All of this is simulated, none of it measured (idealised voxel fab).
The name of this process module is voxel air gaps.
Each square cell in cross-section cut measures 5 nm, and the section as a whole is 290 nm wide.
We lay out every cross-section as a grid of square cells and spell it out in bands from the top down, where one band means one or more rows of cells.
The entry gives the band's vertical extent as a top height and a bottom height in nm, then its horizontal make-up as materials from left to right, each with a width in nm. "empty" stands for empty space; a single material marked "throughout" fills the band edge to edge.
A quick word on heights: they are counted from 0, and under that level the wafer as it came to us is one material throughout. The lowest band is different from the rest in having no bottom; it simply continues downward, written as in "0 nm and below".
Read "30..40" as a graded width: first number on top, second number at the bottom, same change between each pair of neighbouring rows.
What does "identical to before" mean for a step? It means no cell of the cross-section changed in that step.
Entry "Sealed void listing" = empty spaces >= 8 cells with no open way to the top; each as width x height at distance, distance from left edge, all nm.
The remark found on a step's line after its settings is issued by the simulator itself and pertains to that step.
"overlay nm", when on a step's line for a step with a mask, measures how far to the right of its planned place the mask lay; a negative measure means to the left.
Below is the list of planned process steps:
- 1: RECEIVE, material Si
- 2: CONFORMAL_DEP, material SiO2, thk nm 15
- 3: CONFORMAL_DEP, material SiCN, thk nm 5
- 4: DIRECTIONAL_DEP, material SiO2, thk nm 40
- 5: DIRECTIONAL_DEP, material aC, thk nm 15
- 6: PATTERN, tone open, mask id LINES, material resist, width nm 20, pitch nm 45, thk nm 30, overlay nm 0
- 7: DIRECTIONAL_ETCH, etch materials aC, depth nm 15
- 8: STRIP, etch materials resist
- 9: DIRECTIONAL_ETCH, etch materials SiO2, depth nm 40
- 10: STRIP, etch materials aC
- 11: CONFORMAL_DEP, material TiN, thk nm 5
- 12: FILL_DEP, material W, thk nm 5
- 13: CMP, height nm 60
- 14: EPI, material Ru, thk nm 10
- 15: SELECTIVE_ETCH, etch materials SiO2, depth nm 50
- 16: CONFORMAL_DEP, material SiCN, thk nm 5
Wafer as received: cross-section following step 1:
- 0 nm and below = Si throughout
- Sealed void listing: none
Post-module cross-section of the first of two wafers (run per plan):
- 75 nm to 70 nm = 50 empty  185 SiCN  55 empty
- 70 nm to 60 nm = 50 empty  5 SiCN  40 Ru  5 SiCN  40 Ru  5 SiCN  40 Ru  5 SiCN  40 Ru  5 SiCN  55 empty
- 60 nm to 55 nm = 50 empty  15 SiCN  5 TiN  10 W  5 TiN  25 SiCN  5 TiN  10 W  5 TiN  25 SiCN  5 TiN  10 W  5 TiN  25 SiCN  5 TiN  10 W  5 TiN  15 SiCN  55 empty
- 55 nm to 25 nm = 60 empty  5 SiCN  5 TiN  10 W  5 TiN  5 SiCN  15 empty  5 SiCN  5 TiN  10 W  5 TiN  5 SiCN  15 empty  5 SiCN  5 TiN  10 W  5 TiN  5 SiCN  15 empty  5 SiCN  5 TiN  10 W  5 TiN  5 SiCN  65 empty
- 25 nm to 20 nm = 65 SiCN  20 TiN  25 SiCN  20 TiN  25 SiCN  20 TiN  25 SiCN  20 TiN  70 SiCN
- 20 nm to 15 nm = SiCN throughout
- 15 nm to 0 nm = SiO2 throughout
- 0 nm and below = Si throughout
- Sealed void listing: 15 x 30 at 90; 15 x 30 at 135; 15 x 30 at 180
So this is wafer number two of the two, cut at the end of the module - it started where the first did and had the same plan, we just got one thing wrong running it:
- 75 nm to 70 nm = SiCN throughout
- 70 nm to 60 nm = Ru throughout
- 60 nm to 55 nm = W throughout
- 55 nm to 50 nm = 70 TiN  10 W  35 TiN  10 W  35 TiN  10 W  35 TiN  10 W  75 TiN
- 50 nm to 15 nm = 65 SiO2  5 TiN  10 W  5 TiN  25 SiO2  5 TiN  10 W  5 TiN  25 SiO2  5 TiN  10 W  5 TiN  25 SiO2  5 TiN  10 W  5 TiN  70 SiO2
- 15 nm to 10 nm = 65 SiO2  20 TiN  25 SiO2  20 TiN  25 SiO2  20 TiN  25 SiO2  20 TiN  70 SiO2
- 10 nm to 5 nm = SiCN throughout
- 5 nm to 0 nm = SiO2 throughout
- 0 nm and below = Si throughout
- Sealed void listing: none
The mistake made against the process plan was this: note that step 2 departed from the planned setting and was carried out as CONFORMAL_DEP, material SiO2, thk nm 5
Looking at both finished wafers in cells, the second ends up ahead of or behind the first on some materials: 52 more of Ru | 100 fewer of SiCN | 220 more of SiO2 | 50 more of TiN | 66 more of W
The closed voids present at the end amount to 3 for the first wafer and 0 for the second wafer.
